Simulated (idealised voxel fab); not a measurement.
process module | voxel wiring stack
cross-section cut | 210 nm wide | cells 5 nm
A cross-section is a grid of square cells, given in bands from the top down. A band is one or more rows of cells.
Each band's line starts with the height of the band's top and of its bottom, in nm. Then come its materials from left to right, each with its width in nm. One material with "throughout" fills the band from edge to edge. "air" is empty space.
Height 0 is the level under which the wafer as received is all one material. The lowest band goes on downwards, as in "0 down".
A width such as "30 to 40" changes by the same amount from each row of cells to the next, from the band's top row to its bottom row.
"no change" after a step means that no cell of the cross-section changed.
closed voids: empty space of 8 cells or more with no open way to the top, each as width x height at its distance from the left edge, in nm
after a step's settings: what the simulator itself notes on the step
overlay nm, on a step with a mask: how far to the right of its planned place the mask lay; to the left if negative
plan
1 op RECEIVE | material Si
2 op CONFORMAL_DEP | material SiO2 | thk nm 15
3 op DIRECTIONAL_DEP | material TiN | thk nm 5
4 op DIRECTIONAL_DEP | material W | thk nm 20
5 op MASKED_ETCH | tone cover | mask id METAL_1 | width nm 20 | pitch nm 35 | etch materials W | depth nm 20 | overlay nm 0
6 op MASKED_ETCH | tone cover | mask id METAL_1 | width nm 20 | pitch nm 35 | etch materials TiN | depth nm 5 | overlay nm 0
7 op CONFORMAL_DEP | material SiN | thk nm 5
8 op FILL_DEP | material SiO2 | thk nm 5
9 op CMP | height nm 40
10 op CONFORMAL_DEP | material SiCN | thk nm 5
11 op DIRECTIONAL_DEP | material SiO2 | thk nm 35
12 op MASKED_ETCH | tone open | mask id METAL_2 | width nm 20 | pitch nm 35 | etch materials SiO2 | depth nm 20 | overlay nm 0
13 op MASKED_ETCH | tone open | mask id METAL_2_HOLES | width nm 15 | etch materials SiO2 | depth nm 15 | overlay nm 0
14 op MASKED_ETCH | tone open | mask id METAL_2_HOLES | width nm 15 | etch materials SiCN | depth nm 5 | overlay nm 0
15 op CONFORMAL_DEP | material TiN | thk nm 5
16 op FILL_DEP | material Cu | thk nm 5
17 op CMP | height nm 80
18 op CONFORMAL_DEP | material SiCN | thk nm 5
19 op DIRECTIONAL_DEP | material SiO2 | thk nm 10
20 op MASKED_ETCH | tone open | mask id PLUG_2 | width nm 15 | pitch nm 35 | etch materials SiO2 | depth nm 10 | overlay nm 0
21 op MASKED_ETCH | tone open | mask id PLUG_2 | width nm 15 | pitch nm 35 | etch materials SiCN | depth nm 5 | overlay nm 0
22 op EPI | material Ru | thk nm 10
23 op EPI | material Ru | thk nm 5
24 op CONFORMAL_DEP | material SiN | thk nm 5
25 op DIRECTIONAL_DEP | material SiO2 | thk nm 15
26 op PATTERN | tone open | mask id METAL_3 | material resist | width nm 20 | pitch nm 35 | thk nm 20 | overlay nm 0
27 op DIRECTIONAL_ETCH | etch materials SiO2 | depth nm 15
28 op DIRECTIONAL_ETCH | etch materials SiN | depth nm 5
29 op STRIP | etch materials resist
30 op CONFORMAL_DEP | material TiN | thk nm 5
31 op FILL_DEP | material W | thk nm 10
32 op CMP | height nm 115
33 op CONFORMAL_DEP | material SiCN | thk nm 5
34 op DIRECTIONAL_DEP | material SiO2 | thk nm 35
35 op PATTERN | tone open | mask id METAL_4 | material resist | width nm 20 | pitch nm 35 | thk nm 20 | overlay nm 0
36 op DIRECTIONAL_ETCH | etch materials SiO2 | depth nm 20
37 op STRIP | etch materials resist
38 op DIRECTIONAL_DEP | material aC | thk nm 10
39 op PATTERN | tone open | mask id METAL_4_HOLES | material resist | width nm 15 | pitch nm 35 | thk nm 25 | overlay nm 0
40 op DIRECTIONAL_ETCH | etch materials aC | depth nm 10
41 op STRIP | etch materials resist
42 op DIRECTIONAL_ETCH | etch materials SiO2 | depth nm 15
43 op DIRECTIONAL_ETCH | etch materials SiCN | depth nm 5
44 op STRIP | etch materials aC
45 op CONFORMAL_DEP | material TiN | thk nm 5
46 op FILL_DEP | material Cu | thk nm 10
47 op CMP | height nm 155
48 op CONFORMAL_DEP | material SiCN | thk nm 5
as received, after step 1
  0 down: Si throughout
  closed voids: none
a wafer at the end: this start, this plan, one mistake
  160 to 155: SiCN throughout
  155 to 140: SiO2 75 | TiN 5 | Cu 10 | TiN 5 | SiO2 15 | TiN 5 | Cu 10 | TiN 5 | SiO2 80
  140 to 135: SiO2 75 | TiN 5 | Cu 5 | TiN 10 | SiO2 15 | TiN 5 | Cu 5 | TiN 10 | SiO2 80
  135 to 120: SiO2 75 | TiN 5 | Cu 5 | TiN 5 | SiO2 20 | TiN 5 | Cu 5 | TiN 5 | SiO2 85
  120 to 115: SiCN 75 | TiN 15 | SiCN 20 | TiN 15 | SiCN 85
  115 to 110: SiO2 75 | TiN 5 | W 10 | TiN 5 | SiO2 15 | TiN 5 | W 10 | TiN 5 | SiO2 80
  110 to 105: SiO2 60 | SiN 15 | TiN 20 | SiN 15 | TiN 20 | SiN 10 | SiO2 70
  105 to 100: SiO2 60 | SiN 5 | Ru 70 | SiN 5 | SiO2 70
  100 to 95: SiN 65 | Ru 70 | SiN 75
  95 to 85: SiO2 75 | Ru 15 | SiO2 20 | Ru 15 | SiO2 85
  85 to 80: SiCN 75 | Ru 15 | SiCN 20 | Ru 15 | SiCN 85
  80 to 65: SiO2 75 | TiN 5 | Cu 10 | TiN 5 | SiO2 15 | TiN 5 | Cu 10 | TiN 5 | SiO2 80
  65 to 60: SiO2 75 | TiN 5 | Cu 5 | TiN 10 | SiO2 15 | TiN 20 | SiO2 80
  60 to 45: SiO2 75 | TiN 5 | Cu 5 | TiN 5 | SiO2 120
  45 to 40: SiCN 75 | TiN 15 | SiCN 120
  40 to 20: SiO2 70 | SiN 5 | W 20 | SiN 5 | SiO2 5 | SiN 5 | W 20 | SiN 5 | SiO2 75
  20 to 15: SiN 75 | TiN 20 | SiN 15 | TiN 20 | SiN 80
  15 to 0: SiO2 throughout
  0 down: Si throughout
  closed voids: none
what went wrong: step 22 was run twice
